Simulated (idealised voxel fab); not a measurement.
You're looking at the process module voxel plated lines.
Pictured: cross-section cut, 225 nm wide, on a grid of 5 nm square cells.
For the purposes of this document, a cross-section shall be understood as a grid of square cells, specified as bands listed in top-to-bottom order, each band consisting of one or more rows of cells.
It is stipulated that each band's entry specify, in nanometres, the height of the top of the band and then that of its bottom, followed by the materials of the band in left-to-right sequence, each together with its width in nanometres. A single material marked by the word "all across" is understood to fill the band from edge to edge; the word "blank" is understood to denote empty space.
For the purposes of this specification, 0 denotes the height below which the wafer in its as-received condition is composed wholly of one material, and the lowermost band, lacking a lower limit, extends downward without end, as expressed in "0..down".
A two-number width, for instance "30..40", indicates that the width is equal to the first number in the top row of the band and to the second number in the bottom row, and that it changes by a constant amount per row of cells.
Reading "nothing got changed" for a step: not a cell of the cross-section changed in it.
Under "Trapped void list" you'll find the enclosed gaps, the ones with no way out to the top, that are 8 cells or bigger; each reads width x height at distance, with distance counted from the left edge, everything in nm.
The remark found on a step's line after its settings is issued by the simulator itself and pertains to that step.
The optional step-line setting "overlay nm" applies to steps with a mask and quantifies how far to the right of its planned location the mask lay, a negative value indicating leftward placement.
Plan
| 1 | RECEIVE,material Si |
| 2 | CONFORMAL_DEP,material SiO2,thk nm 5 |
| 3 | DIRECTIONAL_DEP,material TiN,thk nm 5 |
| 4 | PATTERN,tone open,mask id LINES,material resist,width nm 30,pitch nm 45,thk nm 30,overlay nm 0 |
| 5 | EPI,material Ru,thk nm 10 |
| 6 | EPI,material Ru,thk nm 10 |
| 7 | STRIP,etch materials resist |
| 8 | DIRECTIONAL_ETCH,etch materials TiN,depth nm 5 |
| 9 | CONFORMAL_DEP,material SiN,thk nm 10 |
Account of the first of two wafers, which was processed as intended
Wafer as received: cross-section following step 1
> 0..down  Si all across
> Trapped void list: none
How the wafer stands in section after step 2
> 5..0  SiO2 all across
> For the remainder of the cross-section, below 0, there is no change.
How the wafer stands in section after step 3
> 10..5  TiN all across
> For the remainder of the cross-section, below 5, there is no change.
How the wafer stands in section after step 4
> 40..10  resist=50, then blank=30, then resist=15, then blank=30, then resist=15, then blank=30, then resist=55
> For the remainder of the cross-section, below 10, there is no change.
How the wafer stands in section after step 5
> 40..20  resist=50, then blank=30, then resist=15, then blank=30, then resist=15, then blank=30, then resist=55
> 20..10  resist=50, then Ru=30, then resist=15, then Ru=30, then resist=15, then Ru=30, then resist=55
> For the remainder of the cross-section, below 10, there is no change.
How the wafer stands in section after step 6
> 40..30  resist=50, then blank=30, then resist=15, then blank=30, then resist=15, then blank=30, then resist=55
> 30..10  resist=50, then Ru=30, then resist=15, then Ru=30, then resist=15, then Ru=30, then resist=55
> For the remainder of the cross-section, below 10, there is no change.
How the wafer stands in section after step 7
> 30..10  blank=50, then Ru=30, then blank=15, then Ru=30, then blank=15, then Ru=30, then blank=55
> For the remainder of the cross-section, below 10, there is no change.
How the wafer stands in section after step 8
> 30..10  blank=50, then Ru=30, then blank=15, then Ru=30, then blank=15, then Ru=30, then blank=55
> 10..5  blank=50, then TiN=30, then blank=15, then TiN=30, then blank=15, then TiN=30, then blank=55
> For the remainder of the cross-section, below 5, there is no change.
How the wafer stands in section after step 9
> 40..30  blank=40, then SiN=140, then blank=45
> 30..15  blank=40, then SiN=10, then Ru=30, then SiN=15, then Ru=30, then SiN=15, then Ru=30, then SiN=10, then blank=45
> 15..10  SiN=50, then Ru=30, then SiN=15, then Ru=30, then SiN=15, then Ru=30, then SiN=55
> 10..5  SiN=50, then TiN=30, then SiN=15, then TiN=30, then SiN=15, then TiN=30, then SiN=55
> For the remainder of the cross-section, below 5, there is no change.
Second wafer, same starting conditions and recipe as the first, one mistake in executing it, nothing differs from the first up to and including step 5
Cross-section: second wafer, time at which step 6 was scheduled to end
> 20..10  blank=50, then Ru=30, then blank=15, then Ru=30, then blank=15, then Ru=30, then blank=55
> For the remainder of the cross-section, below 10, there is no change.
Cross-section: second wafer, time at which step 7 was scheduled to end
> 30..20  blank=40, then Ru=140, then blank=45
> 20..10  Ru all across
> For the remainder of the cross-section, below 10, there is no change.
Cross-section: second wafer, time at which step 8 was scheduled to end: nothing got changed
Cross-section: second wafer, time at which step 9 was scheduled to end
> 40..30  blank=30, then SiN=160, then blank=35
> 30..20  SiN=40, then Ru=140, then SiN=45
> For the remainder of the cross-section, below 20, there is no change.
Nonconformance to the process plan: note: step 6 <-> step 7, run order reversed vs plan
Final comparison by cell count, materials where the second wafer has more or fewer than the first: 74 more of Ru; 42 fewer of SiN; 27 more of TiN
